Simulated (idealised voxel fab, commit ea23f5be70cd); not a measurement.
This section sets out a process module, namely voxel self aligned contacts.
Square cell edge 5 nm, section width 150 nm, ID cut.
A cross-section in this document is a grid of square cells, and it is written down as bands, the top band listed before the ones below it; a band is made up of one or more rows of cells.
In this notation a band is specified by the heights of its top and bottom, in that order and in nm, after which its materials appear from left to right, each paired with its width in nm. The word "all across" attached to a single material means that material fills the band from edge to edge; the word "air" stands for empty space.
Heights are measured from 0, the level below which the as-received wafer is all one material; the lowest band has no bottom and continues downward, written as in "0..down".
It should be noted that a width expressed as "30 to 40" varies in equal increments from row to row of cells within the band, taking the value of the first number at the top row and that of the second number at the bottom row.
The designation "no alterations made", where it is given for a processing step, indicates that no cell of the cross-section was altered in the course of that step.
"Sealed cavities" specifies each empty space that is not open to the top and that occupies no fewer than 8 cells, using the form width x height at distance, the distance measured from the left edge and all three quantities in nm.
What comes after the settings on a step's line is commentary from the simulator itself on that step.
"overlay nm", when on a step's line for a step with a mask, measures how far to the right of its planned place the mask lay; a negative measure means to the left.

[Process steps - plan]
- 1: op RECEIVE | material Si
- 2: op OXIDIZE | depth nm 5
- 3: op DIRECTIONAL_DEP | material polySi | thk nm 30
- 4: op DIRECTIONAL_DEP | material SiN | thk nm 20
- 5: op MASKED_ETCH | tone cover | mask id GATE | width nm 35 | pitch nm 70 | etch materials SiN | depth nm 20 | overlay nm 0
- 6: op MASKED_ETCH | tone cover | mask id GATE | width nm 35 | pitch nm 70 | etch materials polySi | depth nm 30 | overlay nm 0
- 7: op CONFORMAL_DEP | material SiN | thk nm 5
- 8: op DIRECTIONAL_ETCH | etch materials SiN | depth nm 5
- 9: op FILL_DEP | material SiO2 | thk nm 15
- 10: op CMP | height nm 60
- 11: op PATTERN | tone open | mask id CONTACT | material resist | width nm 45 | thk nm 20 | overlay nm 0
- 12: op DIRECTIONAL_ETCH | etch materials SiO2 | depth nm 55
- 13: op STRIP | etch materials resist
- 14: op CONFORMAL_DEP | material TiN | thk nm 5
- 15: op FILL_DEP | material Ru | thk nm 10
- 16: op CMP | height nm 60
- 17: op CONFORMAL_DEP | material SiN | thk nm 5
The plan shows the depth nm of step 12 as the first wafer had it; this setting differs between the wafers, which start out alike.

[first wafer as received, after step 1]
> 0..down: Si all across
> Sealed cavities: none

[Cross-section after step 17, the final step of the module, for the first of several wafers]
> 65..60: SiN all across
> 60..50: SiO2=50 | TiN=5 to 15 | Ru=35 to 15 | TiN=5 to 15 | SiO2=55
> 50..30: SiO2=15 | SiN=45 | TiN=5 | Ru=15 | TiN=5 | SiN=45 | SiO2=20
> 30..10: SiO2=15 | SiN=5 | polySi=35 | SiN=5 | TiN=5 | Ru=15 | TiN=5 | SiN=5 | polySi=35 | SiN=5 | SiO2=20
> 10..5: SiO2=15 | SiN=5 | polySi=35 | SiN=5 | TiN=25 | SiN=5 | polySi=35 | SiN=5 | SiO2=20
> 5..0: SiO2=15 | SiN=5 | polySi=35 | SiN=5 | SiO2=25 | SiN=5 | polySi=35 | SiN=5 | SiO2=20
> 0..-5: SiO2 all across
> -5..down: Si all across
> Sealed cavities: none

[Cross-sectional view of the final wafer of several at the module's end]
> 65..60: SiN all across
> 60..50: SiO2=50 | TiN=5 to 15 | Ru=35 to 15 | TiN=5 to 15 | SiO2=55
> 50..30: SiO2=15 | SiN=45 | TiN=5 | Ru=15 | TiN=5 | SiN=45 | SiO2=20
> 30..0: SiO2=15 | SiN=5 | polySi=35 | SiN=5 | TiN=5 | Ru=15 | TiN=5 | SiN=5 | polySi=35 | SiN=5 | SiO2=20
> 0..-5: SiO2=60 | TiN=25 | SiO2=65
> -5..down: Si all across
> Sealed cavities: none

[Here is how to read the rows: every wafer has a row, and it shows the wafer at the end of the module, giving for each material how many cells were gained (+) or lost (-) since the wafer was received, then listing its closed voids]
depth nm 55, +34 Ru, -30 Si, +126 SiN, +147 SiO2, +29 TiN, +84 polySi, Sealed cavities: none
depth nm 60, +37 Ru, -30 Si, +126 SiN, +142 SiO2, +31 TiN, +84 polySi, Sealed cavities: none
depth nm 65, +40 Ru, -30 Si, +126 SiN, +137 SiO2, +33 TiN, +84 polySi, Sealed cavities: none
depth nm 70, +40 Ru, -30 Si, +126 SiN, +137 SiO2, +33 TiN, +84 polySi, Sealed cavities: none
depth nm 75, +40 Ru, -30 Si, +126 SiN, +137 SiO2, +33 TiN, +84 polySi, Sealed cavities: none
depth nm 80, +40 Ru, -30 Si, +126 SiN, +137 SiO2, +33 TiN, +84 polySi, Sealed cavities: none
